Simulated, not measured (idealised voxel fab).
process module | voxel ribs on slabs
cross-section cut | 280 nm wide | cells 5 nm
A cross-section is a grid of square cells, given in bands from the top down. A band is one or more rows of cells.
Each band's line starts with the height of the band's top and of its bottom, in nm. Then come its materials from left to right, each with its width in nm. One material with "throughout" fills the band from edge to edge. "air" is empty space.
Height 0 is the level under which the wafer as received is all one material. The lowest band goes on downwards, as in "0 down".
A width such as "30 to 40" changes by the same amount from each row of cells to the next, from the band's top row to its bottom row.
"no change" after a step means that no cell of the cross-section changed.
closed voids: empty space of 8 cells or more with no open way to the top, each as width x height at its distance from the left edge, in nm
after a step's settings: what the simulator itself notes on the step
overlay nm, on a step with a mask: how far to the right of its planned place the mask lay; to the left if negative
plan
1 op RECEIVE | material Si
2 op DIRECTIONAL_DEP | material SiO2 | thk nm 30
3 op DIRECTIONAL_DEP | material polySi | thk nm 20
4 op DIRECTIONAL_DEP | material aC | thk nm 15
5 op PATTERN | tone cover | mask id RIB | material resist | width nm 30 | thk nm 30 | overlay nm 0
6 op DIRECTIONAL_ETCH | etch materials aC | depth nm 15
7 op STRIP | etch materials resist
8 op DIRECTIONAL_ETCH | etch materials polySi | depth nm 15
9 op STRIP | etch materials aC
10 op DIRECTIONAL_DEP | material aC | thk nm 15
11 op PATTERN | tone cover | mask id SLAB | material resist | width nm 70 | thk nm 30 | overlay nm 0
12 op DIRECTIONAL_ETCH | etch materials aC | depth nm 15
13 op STRIP | etch materials resist
14 op DIRECTIONAL_ETCH | etch materials polySi | depth nm 5
15 op STRIP | etch materials aC
16 op FILL_DEP | material SiO2 | thk nm 30
17 op CMP | height nm 70
18 op DIRECTIONAL_DEP | material TiN | thk nm 10
19 op DIRECTIONAL_DEP | material aC | thk nm 5
20 op PATTERN | tone cover | mask id HEATER | material resist | width nm 40 | thk nm 35 | overlay nm 0
21 op DIRECTIONAL_ETCH | etch materials aC | depth nm 15
22 op STRIP | etch materials resist
23 op DIRECTIONAL_ETCH | etch materials TiN | depth nm 10
24 op STRIP | etch materials aC
25 op CONFORMAL_DEP | material SiO2 | thk nm 5
varied across the wafers: thk nm of step 19. The plan shows the first wafer's value. All wafers start alike
first wafer as received, after step 1
  0 down: Si throughout
  closed voids: none
first wafer at the end, after step 25
  85 to 80: air 115 | SiO2 50 | air 115
  80 to 75: air 115 | SiO2 5 | TiN 40 | SiO2 5 | air 115
  75 to 70: SiO2 120 | TiN 40 | SiO2 120
  70 to 50: SiO2 throughout
  50 to 35: SiO2 125 | polySi 30 | SiO2 125
  35 to 30: SiO2 105 | polySi 70 | SiO2 105
  30 to 0: SiO2 throughout
  0 down: Si throughout
  closed voids: none
last wafer at the end
  85 to 80: SiO2 throughout
  80 to 70: TiN throughout
  70 to 50: SiO2 throughout
  50 to 35: SiO2 125 | polySi 30 | SiO2 125
  35 to 30: SiO2 105 | polySi 70 | SiO2 105
  30 to 0: SiO2 throughout
  0 down: Si throughout
  closed voids: none
each wafer at the end: cells of each material gained (+) or lost (-) since it was received, then its closed voids
thk nm 5 | +812 SiO2 | +16 TiN | +32 polySi | closed voids: none
thk nm 10 | +812 SiO2 | +16 TiN | +32 polySi | closed voids: none
thk nm 15 | +812 SiO2 | +16 TiN | +32 polySi | closed voids: none
thk nm 20 | +808 SiO2 | +112 TiN | +32 polySi | closed voids: none
thk nm 25 | +808 SiO2 | +112 TiN | +32 polySi | closed voids: none
thk nm 30 | +808 SiO2 | +112 TiN | +32 polySi | closed voids: none
